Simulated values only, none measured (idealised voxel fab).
This section sets out a process module, namely voxel ribs on slabs.
It is cross-section cut that appears here, measuring 240 nm in width, its square cells being 5 nm in size.
Just so we're on the same page, the cross-sections are grids of square cells, and they're listed out in bands top to bottom, each band one or more rows deep. This entry defines a band. It first specifies the height of the band's top and the height of its bottom in nm, and then specifies the band's materials from left to right, stating each material with its width in nm. The word "full width" identifies a single material that fills the band from edge to edge, while the word "air" identifies empty space. Basically, 0 is our baseline, since under it the wafer straight out of the box is all one material. The bottom band has no lower end and keeps on going down, so it looks like "top 0, no bottom". A width given as "30 to 40" starts at the first number in the band's top row and ends at the second number in its bottom row, shifting by an equal amount at every step from row to row. Step marked "changes: none"? Then no cell in the cross-section changed in it. The entry "Closed-off voids" lists the empty spaces that cover at least 8 cells and have no open path to the top. Each is written as width x height at distance, where the distance is measured from the left edge and all three values are in nm. The remark found on a step's line after its settings is issued by the simulator itself and pertains to that step. The line of a step may include "overlay nm". On a step with a mask, this value is how far to the right of its planned place the mask lay. A negative value means the mask lay to the left.
[Steps in the process plan]
1,RECEIVE (material Si)
2,DIRECTIONAL_DEP (material SiO2; thk nm 25)
3,DIRECTIONAL_DEP (material polySi; thk nm 20)
4,PATTERN (tone cover; mask id RIB; material resist; width nm 30; thk nm 20; overlay nm 0)
5,DIRECTIONAL_ETCH (etch materials polySi; depth nm 5)
6,STRIP (etch materials resist)
7,DIRECTIONAL_DEP (material aC; thk nm 15)
8,PATTERN (tone cover; mask id SLAB; material resist; width nm 60; thk nm 35; overlay nm 0)
9,DIRECTIONAL_ETCH (etch materials aC; depth nm 15)
10,STRIP (etch materials resist)
11,DIRECTIONAL_ETCH (etch materials polySi; depth nm 15)
12,STRIP (etch materials aC)
13,FILL_DEP (material SiO2; thk nm 30)
14,CMP (height nm 65)
15,DIRECTIONAL_DEP (material TiN; thk nm 5)
16,MASKED_ETCH (tone cover; mask id HEATER; width nm 40; etch materials TiN; depth nm 5; overlay nm 0)
17,CONFORMAL_DEP (material SiN; thk nm 5)
[Step 1 complete: cross-section of the wafer as received]
	top 0, no bottom = Si full width
	Closed-off voids: none
[Cross-sectional view of the first of the two wafers upon completion of the module, processed in accordance with the plan]
	top 75, bottom 70 = 95 nm air; 50 nm SiN; 95 nm air
	top 70, bottom 65 = 100 nm SiN; 40 nm TiN; 100 nm SiN
	top 65, bottom 45 = SiO2 full width
	top 45, bottom 40 = 105 nm SiO2; 30 nm polySi; 105 nm SiO2
	top 40, bottom 25 = 90 nm SiO2; 60 nm polySi; 90 nm SiO2
	top 25, bottom 0 = SiO2 full width
	top 0, no bottom = Si full width
	Closed-off voids: none
[Second wafer of the two, sectioned at the end of the module. It began like the first and followed the same plan, but one mistake was made while running it]
	top 70, bottom 65 = 100 nm air; 40 nm TiN; 100 nm air
	top 65, bottom 45 = SiO2 full width
	top 45, bottom 40 = 105 nm SiO2; 30 nm polySi; 105 nm SiO2
	top 40, bottom 25 = 90 nm SiO2; 60 nm polySi; 90 nm SiO2
	top 25, bottom 0 = SiO2 full width
	top 0, no bottom = Si full width
	Closed-off voids: none
The plan and the run diverged here: step 17 of the plan did not run at all; it was left out
The final cell counts differ between the wafers, with the second having more or fewer of some materials than the first: SiN: 50 fewer
